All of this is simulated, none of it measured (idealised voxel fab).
Process module name: voxel transistor to metal
Cross-sectional view cut (width: 295 nm; square cell size: 5 nm).
Cross-sections here: square-cell grids, written as top-down lists of bands, a band being one or more rows of cells. First you get the band's top height and its bottom height, in nm, and then the materials it's made of, left to right, with each width in nm. If you see a single material with "everywhere", that one covers the band edge to edge. "empty" is empty space. Where do heights start? At 0: under that level the wafer as delivered is made of one material only. And the lowest band has no floor; it just carries on downward, as in "0 down". The expression "30 to 40" gives the width at the extremes of the band, the first number at its top row of cells and the second at its bottom row, with the width changing by equal amounts from each row to the next in between. The designation "no alteration", where it is given for a processing step, indicates that no cell of the cross-section was altered in the course of that step. This entry, "Encapsulated voids", enumerates those empty regions of no fewer than 8 cells that possess no open connection to the top. Each region is reported in the form width x height at distance, the distance being taken from the left edge, with all three quantities expressed in nm. Where a step's line continues beyond its settings, the continuation is a remark by the simulator itself on that step. A step line may carry the setting "overlay nm", which, for steps involving a mask, states the distance by which the mask lay to the right of its intended position; negative values denote displacement to the left.
[The planned process steps are enumerated hereunder]
1,RECEIVE with material Si
2,CONFORMAL_DEP with material SiO2, thk nm 5
3,CONFORMAL_DEP with material SiN, thk nm 10
4,DIRECTIONAL_DEP with material aC, thk nm 15
5,PATTERN with tone cover, mask id ACTIVE, material resist, width nm 115, pitch nm 145, thk nm 30, overlay nm 0
6,DIRECTIONAL_ETCH with etch materials aC, depth nm 15
7,STRIP with etch materials resist
8,DIRECTIONAL_ETCH with etch materials SiN, depth nm 10
9,DIRECTIONAL_ETCH with etch materials SiO2, depth nm 5
10,DIRECTIONAL_ETCH with etch materials Si, depth nm 30
11,STRIP with etch materials aC
12,OXIDIZE with depth nm 5
13,FILL_DEP with material SiO2, thk nm 5
14,CMP with height nm 15
15,SELECTIVE_ETCH with etch materials SiO2, depth nm 10
16,STRIP with etch materials SiN
17,SELECTIVE_ETCH with etch materials SiO2, depth nm 5
18,OXIDIZE with depth nm 5
19,DIRECTIONAL_DEP with material polySi, thk nm 20
20,DIRECTIONAL_DEP with material SiCN, thk nm 10
21,DIRECTIONAL_DEP with material aC, thk nm 15
22,PATTERN with tone cover, mask id GATE, material resist, width nm 15, pitch nm 145, thk nm 30, overlay nm 0
23,DIRECTIONAL_ETCH with etch materials aC, depth nm 15
24,STRIP with etch materials resist
25,DIRECTIONAL_ETCH with etch materials SiCN, depth nm 20
26,DIRECTIONAL_ETCH with etch materials polySi, depth nm 30
27,STRIP with etch materials aC
28,CONFORMAL_DEP with material SiN, thk nm 5
29,DIRECTIONAL_ETCH with etch materials SiN, depth nm 5
30,DIRECTIONAL_ETCH with etch materials SiO2, depth nm 5
31,DIRECTIONAL_ETCH with etch materials Si, depth nm 5
32,EPI with material pSi, thk nm 5
33,FILL_DEP with material SiO2, thk nm 5
34,CMP with height nm 20
35,STRIP with etch materials polySi
36,SELECTIVE_ETCH with etch materials SiO2, depth nm 5
37,CONFORMAL_DEP with material HfO2, thk nm 5
38,CONFORMAL_DEP with material TiN, thk nm 5
39,FILL_DEP with material W, thk nm 10
40,CMP with height nm 15
41,DIRECTIONAL_DEP with material SiO2, thk nm 10
42,PATTERN with tone open, mask id CONTACT, material resist, width nm 20, thk nm 15, overlay nm 0
43,DIRECTIONAL_ETCH with etch materials SiO2, depth nm 30
44,STRIP with etch materials resist
45,CONFORMAL_DEP with material TiN, thk nm 5
46,FILL_DEP with material W, thk nm 5
47,CMP with height nm 25
48,CONFORMAL_DEP with material SiN, thk nm 5
49,DIRECTIONAL_DEP with material lowk, thk nm 20
50,MASKED_ETCH with tone open, mask id METAL_1, width nm 20, etch materials lowk, depth nm 20, overlay nm 0
51,MASKED_ETCH with tone open, mask id METAL_1, width nm 20, etch materials SiN, depth nm 5, overlay nm 0
52,CONFORMAL_DEP with material TiN, thk nm 5
53,FILL_DEP with material Cu, thk nm 5
54,CMP with height nm 50
55,EPI with material Ru, thk nm 5
56,FILL_DEP with material SiCN, thk nm 5
57,DIRECTIONAL_DEP with material lowk, thk nm 25
58,MASKED_ETCH with tone open, mask id METAL_2_HOLES, width nm 15, pitch nm 145, etch materials lowk, depth nm 25, overlay nm 0
59,DIRECTIONAL_DEP with material aC, thk nm 15
60,PATTERN with tone open, mask id METAL_2, material resist, width nm 20, pitch nm 145, thk nm 35, overlay nm 0
61,DIRECTIONAL_ETCH with etch materials aC, depth nm 15
62,STRIP with etch materials resist
63,DIRECTIONAL_ETCH with etch materials lowk, depth nm 15
64,DIRECTIONAL_ETCH with etch materials SiCN, depth nm 5
65,STRIP with etch materials aC
66,CONFORMAL_DEP with material TiN, thk nm 5
67,FILL_DEP with material Cu, thk nm 10
68,CMP with height nm 85
69,CONFORMAL_DEP with material SiN, thk nm 5
Split variable: width nm, step 22. Plan value = first wafer. Wafers start alike.
[Cross-section of the first of several wafers as received (after step 1)]
  0 down  Si everywhere
  Encapsulated voids: none
[The table below has one row for each wafer; a row shows, as of the end of the module, how many cells of each material the wafer has gained, marked (+), or lost, marked (-), since it was received, and then the wafer's closed voids]
width nm 15, +46 Cu, +22 HfO2, +24 Ru, -193 Si, +88 SiCN, +114 SiN, +316 SiO2, +138 TiN, +40 W, +431 lowk, +36 pSi, Encapsulated voids: none
width nm 20, +46 Cu, +24 HfO2, +24 Ru, -191 Si, +88 SiCN, +114 SiN, +308 SiO2, +144 TiN, +40 W, +431 lowk, +34 pSi, Encapsulated voids: none
width nm 25, +46 Cu, +26 HfO2, +24 Ru, -189 Si, +88 SiCN, +114 SiN, +300 SiO2, +146 TiN, +44 W, +431 lowk, +32 pSi, Encapsulated voids: none
width nm 30, +46 Cu, +28 HfO2, +24 Ru, -187 Si, +88 SiCN, +114 SiN, +292 SiO2, +148 TiN, +48 W, +431 lowk, +30 pSi, Encapsulated voids: none
width nm 35, +46 Cu, +30 HfO2, +24 Ru, -185 Si, +88 SiCN, +114 SiN, +284 SiO2, +150 TiN, +52 W, +431 lowk, +28 pSi, Encapsulated voids: none
width nm 40, +46 Cu, +32 HfO2, +24 Ru, -183 Si, +88 SiCN, +114 SiN, +278 SiO2, +152 TiN, +54 W, +431 lowk, +26 pSi, Encapsulated voids: none
